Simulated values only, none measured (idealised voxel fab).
This is a process module. Its name is voxel plated lines.
The figure presents cross-section cut, which has a width of 265 nm and is divided into square cells with an edge length of 5 nm.
Cross-section format: a grid of square cells, given as bands from top to bottom; each band is one or more rows of cells.
Top height, bottom height, nm. Materials left to right, width each, nm. Single material + "all across" = fills band edge to edge. "blank" = empty.
All heights in this document are referenced to 0, defined as the level beneath which the wafer, as received, consists entirely of one material. The lowest band is not bounded below; it extends indefinitely downward and is written in the form "0 and below".
The two numbers in a width such as "30 to 40" mark its ends across the band: the first belongs to the top row of cells, the second to the bottom row, and from each row to the next the width moves by the same amount.
Take "no change" at face value: in the step it is given for, the cross-section changed in none of its cells.
This entry, "Enclosed empty spaces", enumerates those empty regions of no fewer than 8 cells that possess no open connection to the top. Each region is reported in the form width x height at distance, the distance being taken from the left edge, with all three quantities expressed in nm.
It should be noted that, on the line of a given step, the content following the step's settings is a remark produced by the simulator itself with respect to that step.
Steps that use a mask can have "overlay nm" on their line. It says how far the mask sat to the right of where it was meant to be. Negative means to the left.
The following list gives the planned process steps:
1) RECEIVE [material Si]
2) CONFORMAL_DEP [material SiO2] [thk nm 15]
3) DIRECTIONAL_DEP [material TiN] [thk nm 5]
4) PATTERN [tone open] [mask id LINES] [material resist] [width nm 20] [pitch nm 50] [thk nm 20] [overlay nm 0]
5) EPI [material Ru] [thk nm 5]
6) STRIP [etch materials resist]
7) DIRECTIONAL_ETCH [etch materials TiN] [depth nm 5]
8) CONFORMAL_DEP [material SiN] [thk nm 10]
Cross-section of the wafer as it came to us, i.e., already through step 1:
* 0 and below: Si all across
* Enclosed empty spaces: none
Here's the cross-section of the first of our two wafers at the end of the module - it ran as planned:
* 35 down to 25: blank=35 | SiN=40 | blank=10 | SiN=40 | blank=10 | SiN=40 | blank=10 | SiN=40 | blank=40
* 25 down to 20: SiN=45 | Ru=20 | SiN=30 | Ru=20 | SiN=30 | Ru=20 | SiN=30 | Ru=20 | SiN=50
* 20 down to 15: SiN=45 | TiN=20 | SiN=30 | TiN=20 | SiN=30 | TiN=20 | SiN=30 | TiN=20 | SiN=50
* 15 down to 0: SiO2 all across
* 0 and below: Si all across
* Enclosed empty spaces: none
Here's the second of our two wafers sectioned at module end. Same start as the first, same plan, but one mistake got made running it:
* 25 down to 15: blank=35 | SiN=40 | blank=10 | SiN=40 | blank=10 | SiN=40 | blank=10 | SiN=40 | blank=40
* 15 down to 10: SiN=45 | Ru=20 | SiN=30 | Ru=20 | SiN=30 | Ru=20 | SiN=30 | Ru=20 | SiN=50
* 10 down to 5: SiN=45 | TiN=20 | SiN=30 | TiN=20 | SiN=30 | TiN=20 | SiN=30 | TiN=20 | SiN=50
* 5 down to 0: SiO2 all across
* 0 and below: Si all across
* Enclosed empty spaces: none
It is concluded that the wafer was processed incorrectly with respect to the plan, in that step 2 was processed under conditions differing from the plan, specifically as CONFORMAL_DEP [material SiO2] [thk nm 5]
Materials where the second wafer ends with more or fewer cells than the first: SiO2 -106
